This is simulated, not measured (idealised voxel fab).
Name of the process module below: voxel self aligned contacts
Cross-section cut spans 210 nm and uses square cells 5 nm in size.
Think of the cross-section as a grid of square cells. We describe it in bands, top to bottom, and each band covers one or more rows of those cells.
Top height, bottom height, nm. Materials left to right, width each, nm. Single material + "all across" = fills band edge to edge. "air" = empty.
Note: height 0 marks the level under which the wafer is uniformly one material as received. Lowest band unbounded below, written "0 and below".
Think of "30->40" as a width that walks from the first number to the second as you go down the band, top row to bottom row, taking equal-sized steps from row to row.
"no alterations made", as given for a step, is the statement that not any cell of the cross-section underwent a change during that step.
Enclosed voids (no open way to top), threshold 8 cells or more, entry "Enclosed internal voids", notation width x height at distance, distance from left edge, nm.
Past the settings on a step's line: simulator remark, on that step.
The optional step-line setting "overlay nm" applies to steps with a mask and quantifies how far to the right of its planned location the mask lay, a negative value indicating leftward placement.

# Below is the list of planned process steps
1: RECEIVE (material Si)
2: CONFORMAL_DEP (material SiO2; thk nm 5)
3: DIRECTIONAL_DEP (material polySi; thk nm 30)
4: DIRECTIONAL_DEP (material SiN; thk nm 15)
5: MASKED_ETCH (tone cover; mask id GATE; width nm 30; pitch nm 55; etch materials SiN; depth nm 15; overlay nm 0)
6: MASKED_ETCH (tone cover; mask id GATE; width nm 30; pitch nm 55; etch materials polySi; depth nm 30; overlay nm 0)
7: CONFORMAL_DEP (material SiN; thk nm 5)
8: DIRECTIONAL_ETCH (etch materials SiN; depth nm 5)
9: FILL_DEP (material SiO2; thk nm 20)
10: CMP (height nm 60)
11: MASKED_ETCH (tone open; mask id CONTACT; width nm 35; etch materials SiO2; depth nm 60; overlay nm 0)
12: CONFORMAL_DEP (material TiN; thk nm 5)
13: FILL_DEP (material Ru; thk nm 5)
14: CMP (height nm 60)
15: CONFORMAL_DEP (material SiCN; thk nm 5)

# First out of two wafers; run went to plan

# Incoming wafer in cross-section (state: after step 1)
  0 and below: Si all across
  Enclosed internal voids: none

# How the wafer stands in section after step 2
  5 down to 0: SiO2 all across
  Below a height of 0, the structure has not been altered.

# How the wafer stands in section after step 3
  35 down to 5: polySi all across
  Below a height of 5, the structure has not been altered.

# How the wafer stands in section after step 4
  50 down to 35: SiN all across
  Below a height of 35, the structure has not been altered.

# How the wafer stands in section after step 5
  50 down to 35: 60 air / 30 SiN / 25 air / 30 SiN / 65 air
  Below a height of 35, the structure has not been altered.

# How the wafer stands in section after step 6
  50 down to 35: 60 air / 30 SiN / 25 air / 30 SiN / 65 air
  35 down to 5: 60 air / 30 polySi / 25 air / 30 polySi / 65 air
  Below a height of 5, the structure has not been altered.

# How the wafer stands in section after step 7
  55 down to 35: 55 air / 40 SiN / 15 air / 40 SiN / 60 air
  35 down to 10: 55 air / 5 SiN / 30 polySi / 5 SiN / 15 air / 5 SiN / 30 polySi / 5 SiN / 60 air
  10 down to 5: 60 SiN / 30 polySi / 25 SiN / 30 polySi / 65 SiN
  Below a height of 5, the structure has not been altered.

# How the wafer stands in section after step 8
  50 down to 35: 55 air / 40 SiN / 15 air / 40 SiN / 60 air
  35 down to 5: 55 air / 5 SiN / 30 polySi / 5 SiN / 15 air / 5 SiN / 30 polySi / 5 SiN / 60 air
  Below a height of 5, the structure has not been altered.

# How the wafer stands in section after step 9
  70 down to 50: SiO2 all across
  50 down to 35: 55 SiO2 / 40 SiN / 15 SiO2 / 40 SiN / 60 SiO2
  35 down to 5: 55 SiO2 / 5 SiN / 30 polySi / 5 SiN / 15 SiO2 / 5 SiN / 30 polySi / 5 SiN / 60 SiO2
  Below a height of 5, the structure has not been altered.

# How the wafer stands in section after step 10
  60 down to 50: SiO2 all across
  Below a height of 50, the structure has not been altered.

# How the wafer stands in section after step 11
  60 down to 50: 85 SiO2 / 35 air / 90 SiO2
  50 down to 35: 55 SiO2 / 40 SiN / 15 air / 40 SiN / 60 SiO2
  35 down to 5: 55 SiO2 / 5 SiN / 30 polySi / 5 SiN / 15 air / 5 SiN / 30 polySi / 5 SiN / 60 SiO2
  5 down to 0: 95 SiO2 / 15 air / 100 SiO2
  Below a height of 0, the structure has not been altered.

# How the wafer stands in section after step 12
  65 down to 60: 90 TiN / 25 air / 95 TiN
  60 down to 50: 85 SiO2 / 5->15 TiN / 25->5 air / 5->15 TiN / 90 SiO2
  50 down to 35: 55 SiO2 / 40 SiN / 5 TiN / 5 air / 5 TiN / 40 SiN / 60 SiO2
  35 down to 5: 55 SiO2 / 5 SiN / 30 polySi / 5 SiN / 5 TiN / 5 air / 5 TiN / 5 SiN / 30 polySi / 5 SiN / 60 SiO2
  5 down to 0: 95 SiO2 / 15 TiN / 100 SiO2
  Below a height of 0, the structure has not been altered.

# How the wafer stands in section after step 13
  70 down to 65: Ru all across
  65 down to 60: 90 TiN / 25 Ru / 95 TiN
  60 down to 50: 85 SiO2 / 5->15 TiN / 25->5 Ru / 5->15 TiN / 90 SiO2
  50 down to 35: 55 SiO2 / 40 SiN / 5 TiN / 5 Ru / 5 TiN / 40 SiN / 60 SiO2
  35 down to 5: 55 SiO2 / 5 SiN / 30 polySi / 5 SiN / 5 TiN / 5 Ru / 5 TiN / 5 SiN / 30 polySi / 5 SiN / 60 SiO2
  Below a height of 5, the structure has not been altered.

# How the wafer stands in section after step 14
  60 down to 50: 85 SiO2 / 5->15 TiN / 25->5 Ru / 5->15 TiN / 90 SiO2
  Below a height of 50, the structure has not been altered.

# How the wafer stands in section after step 15
  65 down to 60: SiCN all across
  Below a height of 60, the structure has not been altered.

# The second wafer began exactly as the first did and followed the same plan, but one mistake was made while running it; through step 2 inclusive, the two wafers are identical

# Cross-section: second wafer, time at which step 3 was scheduled to end
  20 down to 5: SiN all across
  Below a height of 5, the structure has not been altered.

# Cross-section: second wafer, time at which step 4 was scheduled to end
  50 down to 20: polySi all across
  Below a height of 20, the structure has not been altered.

Cross-section: second wafer, time at which step 5 was scheduled to end: no alterations made

# Cross-section: second wafer, time at which step 6 was scheduled to end
  50 down to 20: 60 air / 30 polySi / 25 air / 30 polySi / 65 air
  Below a height of 20, the structure has not been altered.

# Cross-section: second wafer, time at which step 7 was scheduled to end
  55 down to 50: 55 air / 40 SiN / 15 air / 40 SiN / 60 air
  50 down to 25: 55 air / 5 SiN / 30 polySi / 5 SiN / 15 air / 5 SiN / 30 polySi / 5 SiN / 60 air
  25 down to 20: 60 SiN / 30 polySi / 25 SiN / 30 polySi / 65 SiN
  Below a height of 20, the structure has not been altered.

# Cross-section: second wafer, time at which step 8 was scheduled to end
  50 down to 20: 55 air / 5 SiN / 30 polySi / 5 SiN / 15 air / 5 SiN / 30 polySi / 5 SiN / 60 air
  Below a height of 20, the structure has not been altered.

# Cross-section: second wafer, time at which step 9 was scheduled to end
  70 down to 50: SiO2 all across
  50 down to 20: 55 SiO2 / 5 SiN / 30 polySi / 5 SiN / 15 SiO2 / 5 SiN / 30 polySi / 5 SiN / 60 SiO2
  Below a height of 20, the structure has not been altered.

# Cross-section: second wafer, time at which step 10 was scheduled to end
  60 down to 50: SiO2 all across
  Below a height of 50, the structure has not been altered.

# Cross-section: second wafer, time at which step 11 was scheduled to end
  60 down to 50: 85 SiO2 / 35 air / 90 SiO2
  50 down to 20: 55 SiO2 / 5 SiN / 30 polySi / 5 SiN / 15 air / 5 SiN / 30 polySi / 5 SiN / 60 SiO2
  Below a height of 20, the structure has not been altered.

# Cross-section: second wafer, time at which step 12 was scheduled to end
  65 down to 60: 90 TiN / 25 air / 95 TiN
  60 down to 50: 85 SiO2 / 5->15 TiN / 25->5 air / 5->15 TiN / 90 SiO2
  50 down to 25: 55 SiO2 / 5 SiN / 30 polySi / 5 SiN / 5 TiN / 5 air / 5 TiN / 5 SiN / 30 polySi / 5 SiN / 60 SiO2
  25 down to 20: 55 SiO2 / 5 SiN / 30 polySi / 5 SiN / 15 TiN / 5 SiN / 30 polySi / 5 SiN / 60 SiO2
  Below a height of 20, the structure has not been altered.

# Cross-section: second wafer, time at which step 13 was scheduled to end
  70 down to 65: Ru all across
  65 down to 60: 90 TiN / 25 Ru / 95 TiN
  60 down to 50: 85 SiO2 / 5->15 TiN / 25->5 Ru / 5->15 TiN / 90 SiO2
  50 down to 25: 55 SiO2 / 5 SiN / 30 polySi / 5 SiN / 5 TiN / 5 Ru / 5 TiN / 5 SiN / 30 polySi / 5 SiN / 60 SiO2
  Below a height of 25, the structure has not been altered.

# Cross-section: second wafer, time at which step 14 was scheduled to end
  60 down to 50: 85 SiO2 / 5->15 TiN / 25->5 Ru / 5->15 TiN / 90 SiO2
  Below a height of 50, the structure has not been altered.

# Cross-section: second wafer, time at which step 15 was scheduled to end
  65 down to 60: SiCN all across
  Below a height of 60, the structure has not been altered.
Deviation from plan: steps 3 and 4 of the plan were run in the wrong order, each in the other's place
The final cell counts differ between the wafers, with the second having more or fewer of some materials than the first: Ru -4, SiN +78, SiO2 -66, TiN -8
